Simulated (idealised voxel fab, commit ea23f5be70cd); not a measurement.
voxel air gaps: a process module
Square cell edge 5 nm, section width 245 nm, ID cut.
Think of the cross-section as a grid of square cells. We describe it in bands, top to bottom, and each band covers one or more rows of those cells.
Read a band's entry like this: the first values are the height of its top and the height of its bottom in nm, and what follows is the sequence of materials from left to right, each with its width in nm. Note that "air" is empty space, and that a single material marked "full width" reaches across the band from edge to edge.
Beneath 0, the wafer as received is one material, and that level is where height counting begins. The lowest band goes on downward without a bottom; it is written like "0 down".
The notation "30 to 40" denotes a width that varies across the rows of cells in the band, beginning at the first number in the top row, finishing at the second number in the bottom row, and changing by an identical amount from each row to the next.
No cell of the cross-section changed in a step that is given as "no alteration".
In "Enclosed internal cavities" the enclosed voids are listed, meaning empty spaces of 8 cells or larger without any opening to the top. The form is width x height at distance, distance from the left edge, units nm.
Post-settings text on a step line: simulator's own remark regarding the step.
overlay nm, on a step with a mask: how far to the right of its planned place the mask lay; to the left if negative

**Below is the list of planned process steps**
1: RECEIVE: material Si
2: CONFORMAL_DEP: material SiO2, thk nm 10
3: CONFORMAL_DEP: material SiN, thk nm 5
4: DIRECTIONAL_DEP: material SiO2, thk nm 35
5: PATTERN: tone open, mask id LINES, material resist, width nm 20, pitch nm 50, thk nm 20, overlay nm 0
6: DIRECTIONAL_ETCH: etch materials SiO2, depth nm 35
7: STRIP: etch materials resist
8: CONFORMAL_DEP: material TiN, thk nm 5
9: FILL_DEP: material W, thk nm 10
10: CMP: height nm 50
11: EPI: material Ru, thk nm 10
12: SELECTIVE_ETCH: etch materials SiO2, depth nm 45
13: CONFORMAL_DEP: material SiN, thk nm 5

**The first of a set of two wafers, run to plan**

**The cross-section here shows the wafer as received, i.e. in its state after step 1**
> 0 down: Si full width
> Enclosed internal cavities: none

**The wafer, seen in cross-section, after step 2**
> 10 to 0: SiO2 full width
> All layers under 0 are left as they were.

**The wafer, seen in cross-section, after step 3**
> 15 to 10: SiN full width
> All layers under 10 are left as they were.

**The wafer, seen in cross-section, after step 4**
> 50 to 15: SiO2 full width
> All layers under 15 are left as they were.

**The wafer, seen in cross-section, after step 5**
> 70 to 50: resist 60, then air 20, then resist 30, then air 20, then resist 30, then air 20, then resist 65
> All layers under 50 are left as they were.

**The wafer, seen in cross-section, after step 6**
> 70 to 50: resist 60, then air 20, then resist 30, then air 20, then resist 30, then air 20, then resist 65
> 50 to 15: SiO2 60, then air 20, then SiO2 30, then air 20, then SiO2 30, then air 20, then SiO2 65
> All layers under 15 are left as they were.

**The wafer, seen in cross-section, after step 7**
> 50 to 15: SiO2 60, then air 20, then SiO2 30, then air 20, then SiO2 30, then air 20, then SiO2 65
> All layers under 15 are left as they were.

**The wafer, seen in cross-section, after step 8**
> 55 to 50: TiN 65, then air 10, then TiN 40, then air 10, then TiN 40, then air 10, then TiN 70
> 50 to 20: SiO2 60, then TiN 5, then air 10, then TiN 5, then SiO2 30, then TiN 5, then air 10, then TiN 5, then SiO2 30, then TiN 5, then air 10, then TiN 5, then SiO2 65
> 20 to 15: SiO2 60, then TiN 20, then SiO2 30, then TiN 20, then SiO2 30, then TiN 20, then SiO2 65
> All layers under 15 are left as they were.

**The wafer, seen in cross-section, after step 9**
> 65 to 55: W full width
> 55 to 50: TiN 65, then W 10, then TiN 40, then W 10, then TiN 40, then W 10, then TiN 70
> 50 to 20: SiO2 60, then TiN 5, then W 10, then TiN 5, then SiO2 30, then TiN 5, then W 10, then TiN 5, then SiO2 30, then TiN 5, then W 10, then TiN 5, then SiO2 65
> All layers under 20 are left as they were.

**The wafer, seen in cross-section, after step 10**
> 50 to 20: SiO2 60, then TiN 5, then W 10, then TiN 5, then SiO2 30, then TiN 5, then W 10, then TiN 5, then SiO2 30, then TiN 5, then W 10, then TiN 5, then SiO2 65
> All layers under 20 are left as they were.

**The wafer, seen in cross-section, after step 11**
> 60 to 50: air 50, then Ru 40, then air 10, then Ru 40, then air 10, then Ru 40, then air 55
> All layers under 50 are left as they were.

**The wafer, seen in cross-section, after step 12**
> 60 to 50: air 50, then Ru 40, then air 10, then Ru 40, then air 10, then Ru 40, then air 55
> 50 to 20: air 60, then TiN 5, then W 10, then TiN 5, then air 30, then TiN 5, then W 10, then TiN 5, then air 30, then TiN 5, then W 10, then TiN 5, then air 65
> 20 to 15: air 60, then TiN 20, then air 30, then TiN 20, then air 30, then TiN 20, then air 65
> All layers under 15 are left as they were.

**The wafer, seen in cross-section, after step 13**
> 65 to 60: air 45, then SiN 150, then air 50
> 60 to 50: air 45, then SiN 5, then Ru 40, then SiN 10, then Ru 40, then SiN 10, then Ru 40, then SiN 5, then air 50
> 50 to 45: air 45, then SiN 15, then TiN 5, then W 10, then TiN 5, then SiN 30, then TiN 5, then W 10, then TiN 5, then SiN 30, then TiN 5, then W 10, then TiN 5, then SiN 15, then air 50
> 45 to 20: air 55, then SiN 5, then TiN 5, then W 10, then TiN 5, then SiN 5, then air 20, then SiN 5, then TiN 5, then W 10, then TiN 5, then SiN 5, then air 20, then SiN 5, then TiN 5, then W 10, then TiN 5, then SiN 5, then air 60
> 20 to 15: SiN 60, then TiN 20, then SiN 30, then TiN 20, then SiN 30, then TiN 20, then SiN 65
> All layers under 15 are left as they were.
> Enclosed internal cavities: 20 x 25 at 85; 20 x 25 at 135

**Wafer two. Same start, same plan, one slip in execution. Same as wafer one through step 2, inclusive**

**Cross-section of the second wafer at the time by which step 3 should have been completed according to the plan**
> 45 to 0: SiO2 full width
> All layers under 0 are left as they were.

**Cross-section of the second wafer at the time by which step 4 should have been completed according to the plan**
> 50 to 45: SiN full width
> All layers under 45 are left as they were.

**Cross-section of the second wafer at the time by which step 5 should have been completed according to the plan**
> 70 to 50: resist 60, then air 20, then resist 30, then air 20, then resist 30, then air 20, then resist 65
> All layers under 50 are left as they were.

Cross-section of the second wafer at the time by which step 6 should have been completed according to the plan: no alteration

**Cross-section of the second wafer at the time by which step 7 should have been completed according to the plan**
> 50 to 45: SiN full width
> All layers under 45 are left as they were.

**Cross-section of the second wafer at the time by which step 8 should have been completed according to the plan**
> 55 to 50: TiN full width
> All layers under 50 are left as they were.

**Cross-section of the second wafer at the time by which step 9 should have been completed according to the plan**
> 65 to 55: W full width
> All layers under 55 are left as they were.

**Cross-section of the second wafer at the time by which step 10 should have been completed according to the plan**
> 50 to 45: SiN full width
> All layers under 45 are left as they were.

Cross-section of the second wafer at the time by which step 11 should have been completed according to the plan: no alteration

Cross-section of the second wafer at the time by which step 12 should have been completed according to the plan: no alteration

**Cross-section of the second wafer at the time by which step 13 should have been completed according to the plan**
> 55 to 45: SiN full width
> All layers under 45 are left as they were.
Diagnosis: mixed up steps 3 and 4 - ran each in the other's place
Bottom line after processing is that, in cells, the second wafer is up or down on some materials versus the first: Ru: 48 fewer | SiN: 78 fewer | SiO2: 343 more | TiN: 48 fewer | W: 36 fewer
The second wafer ends with 0 closed voids, and the first wafer ends with 2.
